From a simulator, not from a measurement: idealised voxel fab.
process module | voxel lift off
cross-section cut | 210 nm wide | cells 5 nm
A cross-section is a grid of square cells, given in bands from the top down. A band is one or more rows of cells.
Each band's line starts with the height of the band's top and of its bottom, in nm. Then come its materials from left to right, each with its width in nm. One material with "throughout" fills the band from edge to edge. "air" is empty space.
Height 0 is the level under which the wafer as received is all one material. The lowest band goes on downwards, as in "0 down".
A width such as "30 to 40" changes by the same amount from each row of cells to the next, from the band's top row to its bottom row.
"no change" after a step means that no cell of the cross-section changed.
closed voids: empty space of 8 cells or more with no open way to the top, each as width x height at its distance from the left edge, in nm
after a step's settings: what the simulator itself notes on the step
overlay nm, on a step with a mask: how far to the right of its planned place the mask lay; to the left if negative
plan
1 op RECEIVE | material Si
2 op CONFORMAL_DEP | material SiO2 | thk nm 10
3 op PATTERN | tone open | mask id LINES | material resist | width nm 20 | pitch nm 35 | thk nm 20 | overlay nm 0
4 op DIRECTIONAL_DEP | material Ru | thk nm 10
5 op STRIP | etch materials resist
6 op CONFORMAL_DEP | material SiN | thk nm 5
as received, after step 1
  0 down: Si throughout
  closed voids: none
a wafer at the end: this start, this plan, one mistake
  25 to 20: air 60 | SiN 30 | air 5 | SiN 30 | air 85
  20 to 15: air 60 | SiN 5 | Ru 20 | SiN 5 | air 5 | SiN 5 | Ru 20 | SiN 5 | air 85
  15 to 10: SiN 65 | Ru 20 | SiN 15 | Ru 20 | SiN 90
  10 to 0: SiO2 throughout
  0 down: Si throughout
  closed voids: none
what went wrong: step 3 ran as: op PATTERN | tone open | mask id LINES | material resist | width nm 20 | pitch nm 35 | thk nm 20 | overlay nm -10
